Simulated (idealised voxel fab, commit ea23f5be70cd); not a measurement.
Proc. module: voxel released beams
Cross-section cut: width 255 nm, square cells of 5 nm.
A cross-section is written here as square cells arranged in a grid, and it is given in bands from the top down, each band taking up one or more rows of cells. Basically the band line says how high the top is and how high the bottom is, in nm, and then what's in it from left to right, every material with its width in nm. Empty space shows up as "empty", and if a single material carries "throughout" it runs the full band edge to edge. It should be noted that heights are counted from 0, beneath which the wafer as supplied is of one material throughout, and that the lowest band possesses no lower boundary but continues downward, as written in "from 0 down". The two numbers in a width such as "30..40" mark its ends across the band: the first belongs to the top row of cells, the second to the bottom row, and from each row to the next the width moves by the same amount. Any step labelled "all unchanged" changed none of the cells in the cross-section. If an empty space has no open way to the top and is at least 8 cells in size, "Sealed internal voids" lists it, written width x height at distance, where distance is measured from the left edge and every value is in nm. That trailing text on a step's line, after the settings, is the simulator's own remark on the step. On any step carrying a mask, the "overlay nm" setting, if present on the step's line, tells how far right of its planned place the mask lay; negative values point to the left.
Process steps (planned):
1: RECEIVE, material Si
2: CONFORMAL_DEP, material Al2O3, thk nm 5
3: DIRECTIONAL_DEP, material SiO2, thk nm 15
4: MASKED_ETCH, tone open, mask id ANCHOR, width nm 35, etch materials SiO2, depth nm 15, overlay nm 0
5: CONFORMAL_DEP, material W, thk nm 10
6: DIRECTIONAL_DEP, material aC, thk nm 10
7: PATTERN, tone cover, mask id BEAM, material resist, width nm 95, thk nm 30, overlay nm 0
8: DIRECTIONAL_ETCH, etch materials aC, depth nm 10
9: STRIP, etch materials resist
10: DIRECTIONAL_ETCH, etch materials W, depth nm 10
11: STRIP, etch materials aC
12: STRIP, etch materials SiO2
Shown in cross-section is the wafer as received, that is, as it stands after step 1:
* from 0 down: Si throughout
* Sealed internal voids: none
First of two wafers, end-of-module section, run followed plan:
* from 30 to 20: empty (75), then W (15), then empty (15), then W (65), then empty (85)
* from 20 to 15: empty (80), then W (10), then empty (15), then W (10), then empty (140)
* from 15 to 5: empty (80), then W (35), then empty (140)
* from 5 to 0: Al2O3 throughout
* from 0 down: Si throughout
* Sealed internal voids: none
Cross-sectional view: second of two wafers, end of module; start and plan identical to the first, one mistake in running:
* from 30 to 20: empty (75), then W (50), then empty (130)
* from 20 to 15: empty (70), then W (10), then SiO2 (35), then W (10), then empty (130)
* from 15 to 5: empty (70), then W (10), then SiO2 (35), then W (55), then empty (85)
* from 5 to 0: Al2O3 throughout
* from 0 down: Si throughout
* Sealed internal voids: none
Error vs. plan: in deviation from the planned setting, step 4 was conducted as MASKED_ETCH, tone cover, mask id ANCHOR, width nm 35, etch materials SiO2, depth nm 15, overlay nm 0
Counted in cells at the end, the second wafer holds more or fewer of these materials than the first: 21 more of SiO2
